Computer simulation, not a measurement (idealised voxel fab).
Proc. module: voxel transistor to metal
In the cross-section labelled cut, the width is 180 nm and each square cell is 5 nm.
Cross-section = grid of square cells, listed top down in bands; band = one or more rows. Band: top and bottom heights (nm) first, top before bottom; then materials from left to right, widths in nm. "all across" marks a sole material filling the band edge to edge. "blank" denotes empty space. Basically, 0 is our baseline, since under it the wafer straight out of the box is all one material. The bottom band has no lower end and keeps on going down, so it looks like "z 0 and below". It should be noted that a width expressed as "30 to 40" varies in equal increments from row to row of cells within the band, taking the value of the first number at the top row and that of the second number at the bottom row. A step reported as "left unchanged" is a step in which no cell of the cross-section changed. Closed empty spaces (no open way to the top) of 8 cells or more are what "Trapped voids" lists, each as width x height at distance from the left edge, nm for all three. Heads up: the bit after the settings on a step's line is the simulator's remark on that step. A step's line can hold "overlay nm"; with a mask on that step, the setting says how far right of the planned place the mask lay, while a negative setting says it lay to the left.
HERE'S WHAT THE PLANNED PROCESS STEPS LOOK LIKE
1,RECEIVE, material Si
2,OXIDIZE, depth nm 5
3,CONFORMAL_DEP, material SiN, thk nm 10
4,PATTERN, tone cover, mask id ACTIVE, material resist, width nm 95, thk nm 15, overlay nm 0
5,DIRECTIONAL_ETCH, etch materials SiN, depth nm 10
6,DIRECTIONAL_ETCH, etch materials SiO2, depth nm 5
7,DIRECTIONAL_ETCH, etch materials Si, depth nm 25
8,STRIP, etch materials resist
9,OXIDIZE, depth nm 5
10,FILL_DEP, material SiO2, thk nm 15
11,CMP, height nm 10
12,SELECTIVE_ETCH, etch materials SiO2, depth nm 5
13,STRIP, etch materials SiN
14,SELECTIVE_ETCH, etch materials SiO2, depth nm 5
15,OXIDIZE, depth nm 5
16,DIRECTIONAL_DEP, material polySi, thk nm 20
17,DIRECTIONAL_DEP, material SiCN, thk nm 10
18,MASKED_ETCH, tone cover, mask id GATE, width nm 15, etch materials SiCN, depth nm 20, overlay nm 0
19,MASKED_ETCH, tone cover, mask id GATE, width nm 15, etch materials polySi, depth nm 30, overlay nm 0
20,CONFORMAL_DEP, material SiO2, thk nm 5
21,DIRECTIONAL_ETCH, etch materials SiO2, depth nm 5
22,CONFORMAL_DEP, material SiN, thk nm 10
23,DIRECTIONAL_ETCH, etch materials SiN, depth nm 10
24,DIRECTIONAL_ETCH, etch materials SiO2, depth nm 5
25,DIRECTIONAL_ETCH, etch materials Si, depth nm 15
26,EPI, material nSi, thk nm 20
27,FILL_DEP, material SiO2, thk nm 5
28,CMP, height nm 25
29,DIRECTIONAL_DEP, material SiO2, thk nm 10
30,PATTERN, tone open, mask id CONTACT, material resist, width nm 25, pitch nm 50, thk nm 15, overlay nm 0
31,DIRECTIONAL_ETCH, etch materials SiO2, depth nm 25
32,STRIP, etch materials resist
33,CONFORMAL_DEP, material TiN, thk nm 5
34,FILL_DEP, material Ru, thk nm 5
35,CMP, height nm 35
36,CONFORMAL_DEP, material SiN, thk nm 5
37,DIRECTIONAL_DEP, material lowk, thk nm 20
38,PATTERN, tone open, mask id METAL_1, material resist, width nm 15, pitch nm 60, thk nm 20, overlay nm 0
39,DIRECTIONAL_ETCH, etch materials lowk, depth nm 20
40,DIRECTIONAL_ETCH, etch materials SiN, depth nm 5
41,STRIP, etch materials resist
42,CONFORMAL_DEP, material TiN, thk nm 5
43,FILL_DEP, material W, thk nm 5
44,CMP, height nm 60
45,CONFORMAL_DEP, material SiCN, thk nm 5
AS RECEIVED (POST STEP 1): CROSS-SECTION
- z 0 and below | Si all across
- Trapped voids: none
POST-MODULE CROSS-SECTION OF THE FIRST OF TWO WAFERS (RUN PER PLAN)
- z 65 to 60 | SiCN all across
- z 60 to 40 | lowk 50 nm | TiN 5 nm | W 5 nm | TiN 5 nm | lowk 45 nm | TiN 5 nm | W 5 nm | TiN 5 nm | lowk 55 nm
- z 40 to 35 | SiN 50 nm | TiN 15 nm | SiN 45 nm | TiN 15 nm | SiN 55 nm
- z 35 to 25 | SiO2 50 nm | TiN 5 nm | Ru 15 to 5 nm | TiN 5 to 15 nm | SiO2 25 nm | TiN 5 to 15 nm | Ru 15 to 5 nm | TiN 5 nm | SiO2 55 nm
- z 25 to 15 | SiO2 50 nm | TiN 5 nm | Ru 5 nm | TiN 5 nm | SiN 10 nm | SiO2 5 nm | SiCN 15 nm | SiO2 5 nm | SiN 10 nm | TiN 5 nm | Ru 5 nm | TiN 5 nm | SiO2 55 nm
- z 15 to 10 | SiO2 50 nm | TiN 15 nm | SiN 10 nm | SiO2 5 nm | polySi 15 nm | SiO2 5 nm | SiN 10 nm | TiN 15 nm | SiO2 55 nm
- z 10 to 0 | SiO2 40 nm | nSi 25 nm | SiN 10 nm | SiO2 5 nm | polySi 15 nm | SiO2 5 nm | SiN 10 nm | nSi 25 nm | SiO2 45 nm
- z 0 to -5 | SiO2 40 nm | SiN 10 nm | nSi 15 nm | SiN 10 nm | SiO2 5 nm | polySi 15 nm | SiO2 5 nm | SiN 10 nm | nSi 15 nm | SiN 10 nm | SiO2 45 nm
- z -5 to -10 | SiO2 50 nm | nSi 15 nm | SiO2 45 nm | nSi 15 nm | SiO2 55 nm
- z -10 to -25 | SiO2 45 nm | Si 5 nm | nSi 15 nm | Si 45 nm | nSi 15 nm | Si 5 nm | SiO2 50 nm
- z -25 to -35 | SiO2 45 nm | Si 85 nm | SiO2 50 nm
- z -35 and below | Si all across
- Trapped voids: none
CROSS-SECTIONAL VIEW: SECOND OF TWO WAFERS, END OF MODULE; START AND PLAN IDENTICAL TO THE FIRST, ONE MISTAKE IN RUNNING
- z 65 to 60 | SiCN all across
- z 60 to 40 | lowk 50 nm | TiN 5 nm | W 5 nm | TiN 5 nm | lowk 45 nm | TiN 5 nm | W 5 nm | TiN 5 nm | lowk 55 nm
- z 40 to 35 | SiN 50 nm | TiN 15 nm | SiN 45 nm | TiN 15 nm | SiN 55 nm
- z 35 to 25 | SiO2 50 nm | TiN 5 nm | Ru 15 to 5 nm | TiN 5 to 15 nm | SiO2 25 nm | TiN 5 to 15 nm | Ru 15 to 5 nm | TiN 5 nm | SiO2 55 nm
- z 25 to 15 | SiO2 50 nm | TiN 5 nm | Ru 5 nm | TiN 5 nm | SiN 10 nm | SiO2 5 nm | SiCN 15 nm | SiO2 5 nm | SiN 10 nm | TiN 5 nm | Ru 5 nm | TiN 5 nm | SiO2 55 nm
- z 15 to 10 | SiO2 50 nm | TiN 15 nm | SiN 10 nm | SiO2 5 nm | polySi 15 nm | SiO2 5 nm | SiN 10 nm | TiN 15 nm | SiO2 55 nm
- z 10 to 0 | SiO2 65 nm | SiN 10 nm | SiO2 5 nm | polySi 15 nm | SiO2 5 nm | SiN 10 nm | SiO2 70 nm
- z 0 to -5 | SiO2 40 nm | SiN 10 nm | SiO2 15 nm | SiN 10 nm | SiO2 5 nm | polySi 15 nm | SiO2 5 nm | SiN 10 nm | SiO2 15 nm | SiN 10 nm | SiO2 45 nm
- z -5 to -15 | SiO2 all across
- z -15 and below | Si all across
- Trapped voids: none
Processing error: step 2 off recipe, ran as OXIDIZE, depth nm 15
It is noted that, at the conclusion of processing, the second wafer exhibits a higher or lower cell count for certain materials relative to the first: 77 more of Si; 27 fewer of SiO2; 50 fewer of nSi
